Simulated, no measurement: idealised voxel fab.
process module | voxel wiring stack
cross-section cut | 270 nm wide | cells 5 nm
A cross-section is a grid of square cells, given in bands from the top down. A band is one or more rows of cells.
Each band's line starts with the height of the band's top and of its bottom, in nm. Then come its materials from left to right, each with its width in nm. One material with "throughout" fills the band from edge to edge. "air" is empty space.
Height 0 is the level under which the wafer as received is all one material. The lowest band goes on downwards, as in "0 down".
A width such as "30 to 40" changes by the same amount from each row of cells to the next, from the band's top row to its bottom row.
"no change" after a step means that no cell of the cross-section changed.
closed voids: empty space of 8 cells or more with no open way to the top, each as width x height at its distance from the left edge, in nm
after a step's settings: what the simulator itself notes on the step
overlay nm, on a step with a mask: how far to the right of its planned place the mask lay; to the left if negative
plan
1 op RECEIVE | material Si
2 op CONFORMAL_DEP | material SiO2 | thk nm 10
3 op CONFORMAL_DEP | material SiCN | thk nm 5
4 op DIRECTIONAL_DEP | material SiO2 | thk nm 20
5 op MASKED_ETCH | tone open | mask id METAL_1 | width nm 20 | pitch nm 45 | etch materials SiO2 | depth nm 20 | overlay nm 0
6 op MASKED_ETCH | tone open | mask id METAL_1 | width nm 20 | pitch nm 45 | etch materials SiCN | depth nm 5 | overlay nm 0
7 op CONFORMAL_DEP | material TiN | thk nm 5
8 op FILL_DEP | material Cu | thk nm 10
9 op CMP | height nm 35
10 op CONFORMAL_DEP | material SiCN | thk nm 5
11 op DIRECTIONAL_DEP | material SiO2 | thk nm 30
12 op PATTERN | tone open | mask id METAL_2_HOLES | material resist | width nm 15 | pitch nm 90 | thk nm 15 | overlay nm 0
13 op DIRECTIONAL_ETCH | etch materials SiO2 | depth nm 30
14 op STRIP | etch materials resist
15 op DIRECTIONAL_DEP | material aC | thk nm 10
16 op PATTERN | tone open | mask id METAL_2 | material resist | width nm 20 | pitch nm 45 | thk nm 25 | overlay nm 0
17 op DIRECTIONAL_ETCH | etch materials aC | depth nm 10
18 op STRIP | etch materials resist
19 op DIRECTIONAL_ETCH | etch materials SiO2 | depth nm 20
20 op DIRECTIONAL_ETCH | etch materials SiCN | depth nm 5
21 op STRIP | etch materials aC
22 op CONFORMAL_DEP | material TiN | thk nm 5
23 op FILL_DEP | material Cu | thk nm 5
24 op CMP | height nm 70
25 op CONFORMAL_DEP | material SiCN | thk nm 5
26 op DIRECTIONAL_DEP | material SiO2 | thk nm 35
27 op PATTERN | tone open | mask id METAL_3_HOLES | material resist | width nm 15 | pitch nm 45 | thk nm 15 | overlay nm 0
28 op DIRECTIONAL_ETCH | etch materials SiO2 | depth nm 35
29 op STRIP | etch materials resist
30 op PATTERN | tone open | mask id METAL_3 | material resist | width nm 20 | pitch nm 45 | thk nm 15 | overlay nm 0
31 op DIRECTIONAL_ETCH | etch materials SiO2 | depth nm 20
32 op DIRECTIONAL_ETCH | etch materials SiCN | depth nm 5
33 op STRIP | etch materials resist
34 op CONFORMAL_DEP | material TiN | thk nm 5
35 op FILL_DEP | material Cu | thk nm 5
36 op CMP | height nm 110
37 op CONFORMAL_DEP | material SiCN | thk nm 5
38 op DIRECTIONAL_DEP | material SiO2 | thk nm 20
39 op DIRECTIONAL_DEP | material aC | thk nm 15
40 op PATTERN | tone open | mask id PLUG_3 | material resist | width nm 15 | pitch nm 90 | thk nm 35 | overlay nm 0
41 op DIRECTIONAL_ETCH | etch materials aC | depth nm 15
42 op STRIP | etch materials resist
43 op DIRECTIONAL_ETCH | etch materials SiO2 | depth nm 20
44 op DIRECTIONAL_ETCH | etch materials SiCN | depth nm 5
45 op STRIP | etch materials aC
46 op CONFORMAL_DEP | material TiN | thk nm 5
47 op FILL_DEP | material Cu | thk nm 5
48 op CMP | height nm 135
49 op DIRECTIONAL_DEP | material TiN | thk nm 5
50 op DIRECTIONAL_DEP | material Ru | thk nm 25
51 op PATTERN | tone cover | mask id METAL_4 | material resist | width nm 20 | pitch nm 45 | thk nm 20 | overlay nm 0
52 op DIRECTIONAL_ETCH | etch materials Ru | depth nm 25
53 op DIRECTIONAL_ETCH | etch materials TiN | depth nm 5
54 op STRIP | etch materials resist
55 op FILL_DEP | material SiO2 | thk nm 5
56 op CMP | height nm 165
57 op CONFORMAL_DEP | material SiCN | thk nm 5
as received, after step 1
  0 down: Si throughout
  closed voids: none
first wafer at the end, as planned
  170 to 165: SiCN throughout
  165 to 140: SiO2 55 | Ru 20 | SiO2 25 | Ru 20 | SiO2 25 | Ru 20 | SiO2 25 | Ru 20 | SiO2 60
  140 to 135: SiO2 55 | TiN 20 | SiO2 25 | TiN 20 | SiO2 25 | TiN 20 | SiO2 25 | TiN 20 | SiO2 60
  135 to 115: SiO2 55 | TiN 5 | Cu 5 | TiN 5 | SiO2 75 | TiN 5 | Cu 5 | TiN 5 | SiO2 110
  115 to 110: SiCN 55 | TiN 15 | SiCN 75 | TiN 15 | SiCN 110
  110 to 95: SiO2 55 | TiN 5 | Cu 10 | TiN 5 | SiO2 25 | TiN 5 | Cu 10 | TiN 5 | SiO2 25 | TiN 5 | Cu 10 | TiN 5 | SiO2 25 | TiN 5 | Cu 10 | TiN 5 | SiO2 60
  95 to 90: SiO2 55 | TiN 5 | Cu 5 | TiN 10 | SiO2 25 | TiN 5 | Cu 5 | TiN 10 | SiO2 25 | TiN 5 | Cu 5 | TiN 10 | SiO2 25 | TiN 5 | Cu 5 | TiN 10 | SiO2 60
  90 to 75: SiO2 55 | TiN 5 | Cu 5 | TiN 5 | SiO2 30 | TiN 5 | Cu 5 | TiN 5 | SiO2 30 | TiN 5 | Cu 5 | TiN 5 | SiO2 30 | TiN 5 | Cu 5 | TiN 5 | SiO2 65
  75 to 70: SiCN 55 | TiN 15 | SiCN 30 | TiN 15 | SiCN 30 | TiN 15 | SiCN 30 | TiN 15 | SiCN 65
  70 to 55: SiO2 55 | TiN 5 | Cu 10 | TiN 5 | SiO2 25 | TiN 5 | Cu 10 | TiN 5 | SiO2 25 | TiN 5 | Cu 10 | TiN 5 | SiO2 25 | TiN 5 | Cu 10 | TiN 5 | SiO2 60
  55 to 50: SiO2 55 | TiN 5 | Cu 5 | TiN 10 | SiO2 25 | TiN 20 | SiO2 25 | TiN 5 | Cu 5 | TiN 10 | SiO2 25 | TiN 20 | SiO2 60
  50 to 40: SiO2 55 | TiN 5 | Cu 5 | TiN 5 | SiO2 75 | TiN 5 | Cu 5 | TiN 5 | SiO2 110
  40 to 35: SiCN 55 | TiN 15 | SiCN 75 | TiN 15 | SiCN 110
  35 to 15: SiO2 55 | TiN 5 | Cu 10 | TiN 5 | SiO2 25 | TiN 5 | Cu 10 | TiN 5 | SiO2 25 | TiN 5 | Cu 10 | TiN 5 | SiO2 25 | TiN 5 | Cu 10 | TiN 5 | SiO2 60
  15 to 10: SiCN 55 | TiN 20 | SiCN 25 | TiN 20 | SiCN 25 | TiN 20 | SiCN 25 | TiN 20 | SiCN 60
  10 to 0: SiO2 throughout
  0 down: Si throughout
  closed voids: none
second wafer at the end: like start, like plan, one mistake
  170 to 165: SiCN throughout
  165 to 140: SiO2 55 | Ru 20 | SiO2 25 | Ru 20 | SiO2 25 | Ru 20 | SiO2 25 | Ru 20 | SiO2 60
  140 to 135: SiO2 55 | TiN 20 | SiO2 25 | TiN 20 | SiO2 25 | TiN 20 | SiO2 25 | TiN 20 | SiO2 60
  135 to 115: SiO2 55 | SiCN 5 | Cu 5 | SiCN 5 | SiO2 75 | SiCN 5 | Cu 5 | SiCN 5 | SiO2 110
  115 to 110: SiCN throughout
  110 to 95: SiO2 55 | TiN 5 | Cu 10 | TiN 5 | SiO2 25 | TiN 5 | Cu 10 | TiN 5 | SiO2 25 | TiN 5 | Cu 10 | TiN 5 | SiO2 25 | TiN 5 | Cu 10 | TiN 5 | SiO2 60
  95 to 90: SiO2 55 | TiN 5 | Cu 5 | TiN 10 | SiO2 25 | TiN 5 | Cu 5 | TiN 10 | SiO2 25 | TiN 5 | Cu 5 | TiN 10 | SiO2 25 | TiN 5 | Cu 5 | TiN 10 | SiO2 60
  90 to 75: SiO2 55 | TiN 5 | Cu 5 | TiN 5 | SiO2 30 | TiN 5 | Cu 5 | TiN 5 | SiO2 30 | TiN 5 | Cu 5 | TiN 5 | SiO2 30 | TiN 5 | Cu 5 | TiN 5 | SiO2 65
  75 to 70: SiCN 55 | TiN 15 | SiCN 30 | TiN 15 | SiCN 30 | TiN 15 | SiCN 30 | TiN 15 | SiCN 65
  70 to 55: SiO2 55 | TiN 5 | Cu 10 | TiN 5 | SiO2 25 | TiN 5 | Cu 10 | TiN 5 | SiO2 25 | TiN 5 | Cu 10 | TiN 5 | SiO2 25 | TiN 5 | Cu 10 | TiN 5 | SiO2 60
  55 to 50: SiO2 55 | TiN 5 | Cu 5 | TiN 10 | SiO2 25 | TiN 20 | SiO2 25 | TiN 5 | Cu 5 | TiN 10 | SiO2 25 | TiN 20 | SiO2 60
  50 to 40: SiO2 55 | TiN 5 | Cu 5 | TiN 5 | SiO2 75 | TiN 5 | Cu 5 | TiN 5 | SiO2 110
  40 to 35: SiCN 55 | TiN 15 | SiCN 75 | TiN 15 | SiCN 110
  35 to 15: SiO2 55 | TiN 5 | Cu 10 | TiN 5 | SiO2 25 | TiN 5 | Cu 10 | TiN 5 | SiO2 25 | TiN 5 | Cu 10 | TiN 5 | SiO2 25 | TiN 5 | Cu 10 | TiN 5 | SiO2 60
  15 to 10: SiCN 55 | TiN 20 | SiCN 25 | TiN 20 | SiCN 25 | TiN 20 | SiCN 25 | TiN 20 | SiCN 60
  10 to 0: SiO2 throughout
  0 down: Si throughout
  closed voids: none
what went wrong: step 46 ran as: op CONFORMAL_DEP | material SiCN | thk nm 5
at the end the second wafer has, in cells: 22 more of SiCN | 22 fewer of TiN
